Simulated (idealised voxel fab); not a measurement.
Module name: voxel self aligned vias (process module)
Cross-section cut: width 265 nm, square cells of 5 nm.
A cross-section is written here as square cells arranged in a grid, and it is given in bands from the top down, each band taking up one or more rows of cells. Quick guide to a band line: top height, bottom height (nm) up front; then every material left to right with its width in nm. Only one material and it's marked "edge to edge"? Then it fills the band edge to edge. And "air" just means empty space. Counting heights begins at 0, where everything beneath is, in the wafer as received, one material. The lowest band has no bottom; it goes on downwards, as "top 0, no bottom" shows. Per-row width for "30->40": begins at first number (top row of band), ends at second number (bottom row), increment between rows held constant. Key: "nothing was modified" - step with no changed cell in the cross-section. "Sealed void listing" means: voids of 8 cells or more that are shut off from the top with no open way through. Written width x height at distance, distance from the left edge, in nm. That trailing text on a step's line, after the settings, is the simulator's own remark on the step. The optional step-line setting "overlay nm" applies to steps with a mask and quantifies how far to the right of its planned location the mask lay, a negative value indicating leftward placement.

Process steps foreseen in the plan:
- 1: RECEIVE (material Si)
- 2: CONFORMAL_DEP (material SiO2; thk nm 15)
- 3: CONFORMAL_DEP (material SiCN; thk nm 5)
- 4: DIRECTIONAL_DEP (material lowk; thk nm 30)
- 5: MASKED_ETCH (tone open; mask id LINES; width nm 25; pitch nm 75; etch materials lowk; depth nm 30; overlay nm 0)
- 6: CONFORMAL_DEP (material TiN; thk nm 5)
- 7: FILL_DEP (material Ru; thk nm 10)
- 8: CMP (height nm 50)
- 9: SELECTIVE_ETCH (etch materials W Ru TiN; depth nm 5)
- 10: FILL_DEP (material SiN; thk nm 10)
- 11: CMP (height nm 50)
- 12: DIRECTIONAL_DEP (material lowk; thk nm 20)
- 13: PATTERN (tone open; mask id VIAS; material resist; width nm 45; thk nm 20; overlay nm 0)
- 14: DIRECTIONAL_ETCH (etch materials lowk; depth nm 20)
- 15: DIRECTIONAL_ETCH (etch materials SiN; depth nm 5)
- 16: STRIP (etch materials resist)
- 17: CONFORMAL_DEP (material TiN; thk nm 5)
- 18: FILL_DEP (material W; thk nm 10)
- 19: CMP (height nm 70)
- 20: CONFORMAL_DEP (material SiN; thk nm 5)

As-received state of the wafer in cross-section, equivalent to post-step 1:
> top 0, no bottom  Si edge to edge
> Sealed void listing: none

Here's the cross-section of the first of our two wafers at the end of the module - it ran as planned:
> top 75, bottom 70  SiN edge to edge
> top 70, bottom 55  70 nm lowk, 5 nm TiN, 35 nm W, 5 nm TiN, 150 nm lowk
> top 55, bottom 50  70 nm lowk, 15 nm TiN, 15 nm W, 15 nm TiN, 150 nm lowk
> top 50, bottom 45  80 nm lowk, 25 nm TiN, 50 nm lowk, 25 nm SiN, 85 nm lowk
> top 45, bottom 25  80 nm lowk, 5 nm TiN, 15 nm Ru, 5 nm TiN, 50 nm lowk, 5 nm TiN, 15 nm Ru, 5 nm TiN, 85 nm lowk
> top 25, bottom 20  80 nm lowk, 25 nm TiN, 50 nm lowk, 25 nm TiN, 85 nm lowk
> top 20, bottom 15  SiCN edge to edge
> top 15, bottom 0  SiO2 edge to edge
> top 0, no bottom  Si edge to edge
> Sealed void listing: none

So this is wafer number two of the two, cut at the end of the module - it started where the first did and had the same plan, we just got one thing wrong running it:
> top 75, bottom 70  SiN edge to edge
> top 70, bottom 55  70 nm lowk, 5 nm TiN, 35 nm W, 5 nm TiN, 150 nm lowk
> top 55, bottom 50  70 nm lowk, 15 nm TiN, 15 nm W, 15 nm TiN, 150 nm lowk
> top 50, bottom 45  80 nm lowk, 25 nm TiN, 50 nm lowk, 25 nm SiN, 85 nm lowk
> top 45, bottom 35  80 nm lowk, 25 nm SiN, 50 nm lowk, 25 nm SiN, 85 nm lowk
> top 35, bottom 25  80 nm lowk, 5 nm TiN, 15 nm Ru, 5 nm TiN, 50 nm lowk, 5 nm TiN, 15 nm Ru, 5 nm TiN, 85 nm lowk
> top 25, bottom 20  80 nm lowk, 25 nm TiN, 50 nm lowk, 25 nm TiN, 85 nm lowk
> top 20, bottom 15  SiCN edge to edge
> top 15, bottom 0  SiO2 edge to edge
> top 0, no bottom  Si edge to edge
> Sealed void listing: none
What broke from the plan during processing? in deviation from the planned setting, step 9 was conducted as SELECTIVE_ETCH (etch materials W Ru TiN; depth nm 15)
Count the cells at the end and the second wafer has more or fewer of some materials than the first: 12 fewer of Ru, 20 more of SiN, 8 fewer of TiN
